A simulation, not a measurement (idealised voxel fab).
process module | voxel released beams
Pictured: cross-section cut, 165 nm wide, on a grid of 5 nm square cells.
Just so we're on the same page, the cross-sections are grids of square cells, and they're listed out in bands top to bottom, each band one or more rows deep. This entry defines a band. It first specifies the height of the band's top and the height of its bottom in nm, and then specifies the band's materials from left to right, stating each material with its width in nm. The word "edge to edge" identifies a single material that fills the band from edge to edge, while the word "blank" identifies empty space. Beneath 0, the wafer as received is one material, and that level is where height counting begins. The lowest band goes on downward without a bottom; it is written like "from 0 down". Quick explanation for "30..40": the width changes in equal steps down the rows of cells, from the first number in the band's top row to the second number in its bottom row. "no change occurred" means the step left every cell of the cross-section as it was. Entry "Closed voids list" = empty spaces >= 8 cells with no open way to the top; each as width x height at distance, distance from left edge, all nm. Past the settings on a step's line: simulator remark, on that step. overlay nm: on a step with a mask, how far right of its planned place the mask lay; negative means left. Reading key. Pairs: pre-step and post-step cross-section, one process step apart; post-step view only to lowest changed band. Step between + settings: beneath pair. Runs: pairs may be from different runs of this module, same starting wafer. Continuation from pair above: only where "Snapshot before" entry says.

### Snapshot before
* from 25 to 5  blank: 45  SiO2: 30  blank: 90
* from 5 to 0  SiN edge to edge
* from 0 down  Si edge to edge
* Closed voids list: none

### Result of Step
* from 35 to 25  blank: 35  polySi: 50  blank: 80
* from 25 to 15  blank: 35  polySi: 10  SiO2: 30  polySi: 10  blank: 80
* from 15 to 5  polySi: 45  SiO2: 30  polySi: 90
* Below 5, the layers are the same as they were.
* Closed voids list: none
For reference, the processing step occurring between the two cross-sections presented above is as follows: CONFORMAL_DEP, material polySi, thk nm 10

Snapshot before: The pre-step condition corresponds to the post-step cross-section depicted in the pair directly above.

### Result of Step
* from 50 to 35  blank: 40  resist: 75  blank: 50
* from 35 to 25  blank: 35  polySi: 50  resist: 30  blank: 50
* from 25 to 15  blank: 35  polySi: 10  SiO2: 30  polySi: 10  resist: 30  blank: 50
* Below 15, the layers are the same as they were.
* Closed voids list: none
For reference, the processing step occurring between the two cross-sections presented above is as follows: PATTERN, tone cover, mask id BEAM, material resist, width nm 75, thk nm 15, overlay nm 0

Snapshot before: The pre-step condition corresponds to the post-step cross-section depicted in the pair directly above.

### Result of Step
* from 50 to 35  blank: 40  resist: 75  blank: 50
* from 35 to 25  blank: 40  polySi: 45  resist: 30  blank: 50
* from 25 to 15  blank: 35  polySi: 10  SiO2: 30  polySi: 10  resist: 30  blank: 50
* from 15 to 5  blank: 35  polySi: 10  SiO2: 30  polySi: 40  blank: 50
* Below 5, the layers are the same as they were.
* Closed voids list: none
For reference, the processing step occurring between the two cross-sections presented above is as follows: DIRECTIONAL_ETCH, etch materials polySi, depth nm 10

Snapshot before: The pre-step condition corresponds to the post-step cross-section depicted in the pair directly above.

### Result of Step
* from 35 to 25  blank: 40  polySi: 45  blank: 80
* from 25 to 15  blank: 35  polySi: 10  SiO2: 30  polySi: 10  blank: 80
* Below 15, the layers are the same as they were.
* Closed voids list: none
For reference, the processing step occurring between the two cross-sections presented above is as follows: STRIP, etch materials resist
